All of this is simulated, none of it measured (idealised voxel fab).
process module | voxel self aligned vias
Displayed cross-section: cut, width of 285 nm, square cells sized 5 nm.
Cross-section format: a grid of square cells, given as bands from top to bottom; each band is one or more rows of cells. Read a band's entry like this: the first values are the height of its top and the height of its bottom in nm, and what follows is the sequence of materials from left to right, each with its width in nm. Note that "blank" is empty space, and that a single material marked "all across" reaches across the band from edge to edge. Below 0: as-received wafer, all one material; heights counted from there. Lowest band: no bottom, goes on down, written "z 0 and below". Width: "30->40" (first number = top row, second number = bottom row, same change from row to row of cells). "left unchanged" -> step changed no cross-section cell. "Trapped cavities" contains a list of empty spaces, each no smaller than 8 cells and without an open way to the top, written in the form width x height at distance with the distance from the left edge and all three in nm. Where a step's line continues beyond its settings, the continuation is a remark by the simulator itself on that step. "overlay nm" denotes, for a step that has a mask, the displacement of the mask to the right of its planned place, with negative values corresponding to the left.

THE STEPS PLANNED FOR THE PROCESS ARE AS FOLLOWS
1,RECEIVE | material Si
2,CONFORMAL_DEP | material SiO2 | thk nm 10
3,CONFORMAL_DEP | material SiCN | thk nm 5
4,DIRECTIONAL_DEP | material lowk | thk nm 25
5,MASKED_ETCH | tone open | mask id LINES | width nm 20 | pitch nm 45 | etch materials lowk | depth nm 25 | overlay nm 0
6,CONFORMAL_DEP | material TiN | thk nm 5
7,FILL_DEP | material W | thk nm 10
8,CMP | height nm 40
9,SELECTIVE_ETCH | etch materials W Ru TiN | depth nm 5
10,FILL_DEP | material SiN | thk nm 5
11,CMP | height nm 40
12,DIRECTIONAL_DEP | material lowk | thk nm 20
13,DIRECTIONAL_DEP | material aC | thk nm 10
14,PATTERN | tone open | mask id VIAS | material resist | width nm 30 | pitch nm 90 | thk nm 30 | overlay nm -15
15,DIRECTIONAL_ETCH | etch materials aC | depth nm 10
16,STRIP | etch materials resist
17,DIRECTIONAL_ETCH | etch materials lowk | depth nm 20
18,DIRECTIONAL_ETCH | etch materials SiN | depth nm 5
19,STRIP | etch materials aC
20,CONFORMAL_DEP | material TiN | thk nm 5
21,FILL_DEP | material Ru | thk nm 5
22,CMP | height nm 60
23,CONFORMAL_DEP | material SiCN | thk nm 5
Be aware that, although all wafers share a common starting state, the overlay nm at step 14 differs among them, and the plan displays the first wafer's value.

AS RECEIVED, I.E. AFTER STEP 1: CROSS-SECTION THROUGH THE FIRST OF SEVERAL WAFERS
- z 0 and below: Si all across
- Trapped cavities: none

FIRST OF SEVERAL WAFERS: CROSS-SECTION AT THE END OF THE MODULE, AFTER STEP 23, ITS LAST STEP
- z 65 to 60: SiCN all across
- z 60 to 45: 65 lowk  5 TiN  20 Ru  5 TiN  60 lowk  5 TiN  20 Ru  5 TiN  100 lowk
- z 45 to 40: 65 lowk  30 TiN  60 lowk  30 TiN  100 lowk
- z 40 to 35: 85 lowk  10 TiN  10 SiN  25 lowk  20 SiN  25 lowk  10 TiN  10 SiN  90 lowk
- z 35 to 20: 85 lowk  5 TiN  10 W  5 TiN  25 lowk  5 TiN  10 W  5 TiN  25 lowk  5 TiN  10 W  5 TiN  90 lowk
- z 20 to 15: 85 lowk  20 TiN  25 lowk  20 TiN  25 lowk  20 TiN  90 lowk
- z 15 to 10: SiCN all across
- z 10 to 0: SiO2 all across
- z 0 and below: Si all across
- Trapped cavities: none

LAST-WAFER CROSS-SECTION AT THE END OF THE MODULE
- z 65 to 60: SiCN all across
- z 60 to 45: 95 lowk  5 TiN  20 Ru  5 TiN  60 lowk  5 TiN  20 Ru  5 TiN  70 lowk
- z 45 to 40: 95 lowk  30 TiN  60 lowk  30 TiN  70 lowk
- z 40 to 35: 85 lowk  10 SiN  10 TiN  25 lowk  20 SiN  25 lowk  10 SiN  10 TiN  90 lowk
- z 35 to 20: 85 lowk  5 TiN  10 W  5 TiN  25 lowk  5 TiN  10 W  5 TiN  25 lowk  5 TiN  10 W  5 TiN  90 lowk
- z 20 to 15: 85 lowk  20 TiN  25 lowk  20 TiN  25 lowk  20 TiN  90 lowk
- z 15 to 10: SiCN all across
- z 10 to 0: SiO2 all across
- z 0 and below: Si all across
- Trapped cavities: none

BELOW IS A PER-WAFER TABLE. IN IT, EACH ROW DESCRIBES THE WAFER AT THE END OF THE MODULE BY GIVING, FOR EACH MATERIAL, THE NUMBER OF CELLS GAINED (+) OR LOST (-) SINCE THE WAFER WAS RECEIVED, AND AFTER THAT THE CLOSED VOIDS OF THE WAFER
overlay nm -15; +24 Ru; +114 SiCN; +8 SiN; +114 SiO2; +58 TiN; +18 W; +405 lowk; Trapped cavities: none
overlay nm -10; +26 Ru; +114 SiCN; +6 SiN; +114 SiO2; +58 TiN; +18 W; +405 lowk; Trapped cavities: none
overlay nm -5; +28 Ru; +114 SiCN; +4 SiN; +114 SiO2; +58 TiN; +18 W; +405 lowk; Trapped cavities: none
overlay nm 0; +28 Ru; +114 SiCN; +4 SiN; +114 SiO2; +58 TiN; +18 W; +405 lowk; Trapped cavities: none
overlay nm 5; +28 Ru; +114 SiCN; +4 SiN; +114 SiO2; +58 TiN; +18 W; +405 lowk; Trapped cavities: none
overlay nm 10; +26 Ru; +114 SiCN; +6 SiN; +114 SiO2; +58 TiN; +18 W; +405 lowk; Trapped cavities: none
overlay nm 15; +24 Ru; +114 SiCN; +8 SiN; +114 SiO2; +58 TiN; +18 W; +405 lowk; Trapped cavities: none
